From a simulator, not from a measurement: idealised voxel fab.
process module | voxel transistor to metal
cross-section cut | 300 nm wide | cells 5 nm
A cross-section is a grid of square cells, given in bands from the top down. A band is one or more rows of cells.
Each band's line starts with the height of the band's top and of its bottom, in nm. Then come its materials from left to right, each with its width in nm. One material with "throughout" fills the band from edge to edge. "air" is empty space.
Height 0 is the level under which the wafer as received is all one material. The lowest band goes on downwards, as in "0 down".
A width such as "30 to 40" changes by the same amount from each row of cells to the next, from the band's top row to its bottom row.
"no change" after a step means that no cell of the cross-section changed.
closed voids: empty space of 8 cells or more with no open way to the top, each as width x height at its distance from the left edge, in nm
after a step's settings: what the simulator itself notes on the step
overlay nm, on a step with a mask: how far to the right of its planned place the mask lay; to the left if negative
plan
1 op RECEIVE | material Si
2 op OXIDIZE | depth nm 5
3 op CONFORMAL_DEP | material SiN | thk nm 10
4 op MASKED_ETCH | tone cover | mask id ACTIVE | width nm 105 | pitch nm 130 | etch materials SiN | depth nm 10 | overlay nm 0
5 op MASKED_ETCH | tone cover | mask id ACTIVE | width nm 105 | pitch nm 130 | etch materials SiO2 | depth nm 5 | overlay nm 0
6 op MASKED_ETCH | tone cover | mask id ACTIVE | width nm 105 | pitch nm 130 | etch materials Si | depth nm 30 | overlay nm 0
7 op FILL_DEP | material SiO2 | thk nm 15
8 op CMP | height nm 10
9 op SELECTIVE_ETCH | etch materials SiO2 | depth nm 5
10 op STRIP | etch materials SiN
11 op SELECTIVE_ETCH | etch materials SiO2 | depth nm 5
12 op OXIDIZE | depth nm 5
13 op DIRECTIONAL_DEP | material polySi | thk nm 30
14 op DIRECTIONAL_DEP | material SiCN | thk nm 15
15 op MASKED_ETCH | tone cover | mask id GATE | width nm 15 | pitch nm 130 | etch materials SiCN | depth nm 25 | overlay nm 0
16 op MASKED_ETCH | tone cover | mask id GATE | width nm 15 | pitch nm 130 | etch materials polySi | depth nm 40 | overlay nm 0
17 op CONFORMAL_DEP | material SiN | thk nm 10
18 op DIRECTIONAL_ETCH | etch materials SiN | depth nm 10
19 op DIRECTIONAL_ETCH | etch materials SiO2 | depth nm 5
20 op EPI | material SiGe | thk nm 5
21 op FILL_DEP | material SiO2 | thk nm 5
22 op CMP | height nm 40
23 op DIRECTIONAL_DEP | material SiO2 | thk nm 10
24 op DIRECTIONAL_DEP | material aC | thk nm 10
25 op PATTERN | tone open | mask id CONTACT | material resist | width nm 30 | thk nm 25 | overlay nm 0
26 op DIRECTIONAL_ETCH | etch materials aC | depth nm 10
27 op STRIP | etch materials resist
28 op DIRECTIONAL_ETCH | etch materials SiO2 | depth nm 55
29 op STRIP | etch materials aC
30 op CONFORMAL_DEP | material TiN | thk nm 5
31 op FILL_DEP | material W | thk nm 5
32 op CMP | height nm 50
33 op CONFORMAL_DEP | material SiN | thk nm 5
34 op DIRECTIONAL_DEP | material lowk | thk nm 25
35 op DIRECTIONAL_DEP | material aC | thk nm 15
36 op PATTERN | tone open | mask id METAL_1 | material resist | width nm 20 | pitch nm 65 | thk nm 35 | overlay nm 0
37 op DIRECTIONAL_ETCH | etch materials aC | depth nm 15
38 op STRIP | etch materials resist
39 op DIRECTIONAL_ETCH | etch materials lowk | depth nm 25
40 op DIRECTIONAL_ETCH | etch materials SiN | depth nm 5
41 op STRIP | etch materials aC
42 op CONFORMAL_DEP | material TiN | thk nm 5
43 op FILL_DEP | material Ru | thk nm 10
44 op CMP | height nm 80
45 op EPI | material Ru | thk nm 5
46 op FILL_DEP | material SiCN | thk nm 5
varied across the wafers: width nm of step 15. The plan shows the first wafer's value. All wafers start alike
first wafer as received, after step 1
  0 down: Si throughout
  closed voids: none
first wafer at the end, after step 46
  90 to 85: SiCN throughout
  85 to 80: SiCN 35 | Ru 30 | SiCN 35 | Ru 30 | SiCN 35 | Ru 30 | SiCN 35 | Ru 30 | SiCN 40
  80 to 55: lowk 40 | TiN 5 | Ru 10 | TiN 5 | lowk 45 | TiN 5 | Ru 10 | TiN 5 | lowk 45 | TiN 5 | Ru 10 | TiN 5 | lowk 45 | TiN 5 | Ru 10 | TiN 5 | lowk 45
  55 to 50: SiN 40 | TiN 20 | SiN 45 | TiN 20 | SiN 45 | TiN 20 | SiN 45 | TiN 20 | SiN 45
  50 to 40: SiO2 40 | TiN 5 | W 20 to 15 | TiN 5 to 10 | SiO2 25 | TiN 5 to 10 | W 20 to 15 | TiN 5 | SiO2 45 | TiN 5 | W 20 to 15 | TiN 5 to 10 | SiO2 25 | TiN 5 to 10 | W 20 to 15 | TiN 5 | SiO2 45
  40 to 25: SiO2 40 | TiN 5 | W 15 | TiN 5 | SiN 10 | SiCN 15 | SiN 10 | TiN 5 | W 15 | TiN 5 | SiO2 45 | TiN 5 | W 15 | TiN 5 | SiN 10 | SiCN 15 | SiN 10 | TiN 5 | W 15 | TiN 5 | SiO2 45
  25 to 0: SiO2 40 | TiN 5 | W 15 | TiN 5 | SiN 10 | polySi 15 | SiN 10 | TiN 5 | W 15 | TiN 5 | SiO2 45 | TiN 5 | W 15 | TiN 5 | SiN 10 | polySi 15 | SiN 10 | TiN 5 | W 15 | TiN 5 | SiO2 45
  0 to -5: SiO2 25 | SiN 10 | SiO2 5 | TiN 25 | SiN 10 | polySi 15 | SiN 10 | TiN 25 | SiO2 5 | SiN 10 | SiO2 15 | SiN 10 | SiO2 5 | TiN 25 | SiN 10 | polySi 15 | SiN 10 | TiN 25 | SiO2 5 | SiN 10 | SiO2 30
  -5 to -10: SiO2 35 | SiGe 30 | SiO2 35 | SiGe 30 | SiO2 35 | SiGe 30 | SiO2 35 | SiGe 30 | SiO2 40
  -10 to -35: SiO2 30 | Si 105 | SiO2 25 | Si 105 | SiO2 35
  -35 down: Si throughout
  closed voids: none
last wafer at the end
  90 to 85: SiCN throughout
  85 to 80: SiCN 35 | Ru 30 | SiCN 35 | Ru 30 | SiCN 35 | Ru 30 | SiCN 35 | Ru 30 | SiCN 40
  80 to 55: lowk 40 | TiN 5 | Ru 10 | TiN 5 | lowk 45 | TiN 5 | Ru 10 | TiN 5 | lowk 45 | TiN 5 | Ru 10 | TiN 5 | lowk 45 | TiN 5 | Ru 10 | TiN 5 | lowk 45
  55 to 50: SiN 40 | TiN 20 | SiN 45 | TiN 20 | SiN 45 | TiN 20 | SiN 45 | TiN 20 | SiN 45
  50 to 40: SiO2 40 | TiN 5 | W 20 to 10 | TiN 5 to 15 | SiO2 25 | TiN 5 to 20 | W 20 to 5 | TiN 5 | SiO2 45 | TiN 5 | W 20 to 10 | TiN 5 to 15 | SiO2 25 | TiN 5 to 20 | W 20 to 5 | TiN 5 | SiO2 45
  40 to 25: SiO2 40 | TiN 5 | W 10 | TiN 5 | SiN 10 | SiCN 30 | SiN 10 | TiN 5 | W 5 | TiN 5 | SiO2 45 | TiN 5 | W 10 | TiN 5 | SiN 10 | SiCN 30 | SiN 10 | TiN 5 | W 5 | TiN 5 | SiO2 45
  25 to 0: SiO2 40 | TiN 5 | W 10 | TiN 5 | SiN 10 | polySi 30 | SiN 10 | TiN 5 | W 5 | TiN 5 | SiO2 45 | TiN 5 | W 10 | TiN 5 | SiN 10 | polySi 30 | SiN 10 | TiN 5 | W 5 | TiN 5 | SiO2 45
  0 to -5: SiO2 25 | SiN 10 | SiO2 5 | TiN 20 | SiN 10 | polySi 30 | SiN 10 | TiN 15 | SiO2 5 | SiN 10 | SiO2 15 | SiN 10 | SiO2 5 | TiN 20 | SiN 10 | polySi 30 | SiN 10 | TiN 15 | SiO2 5 | SiN 10 | SiO2 30
  -5 to -10: SiO2 35 | SiGe 25 | SiO2 50 | SiGe 20 | SiO2 35 | SiGe 25 | SiO2 50 | SiGe 20 | SiO2 40
  -10 to -35: SiO2 30 | Si 105 | SiO2 25 | Si 105 | SiO2 35
  -35 down: Si throughout
  closed voids: none
each wafer at the end: cells of each material gained (+) or lost (-) since it was received, then its closed voids
width nm 15 | +64 Ru | -210 Si | +114 SiCN | +24 SiGe | +124 SiN | +424 SiO2 | +160 TiN | +124 W | +220 lowk | +36 polySi | closed voids: none
width nm 20 | +64 Ru | -210 Si | +120 SiCN | +22 SiGe | +124 SiN | +426 SiO2 | +160 TiN | +106 W | +220 lowk | +48 polySi | closed voids: none
width nm 25 | +64 Ru | -210 Si | +126 SiCN | +20 SiGe | +124 SiN | +428 SiO2 | +160 TiN | +88 W | +220 lowk | +60 polySi | closed voids: none
width nm 30 | +64 Ru | -210 Si | +132 SiCN | +18 SiGe | +124 SiN | +430 SiO2 | +160 TiN | +70 W | +220 lowk | +72 polySi | closed voids: none
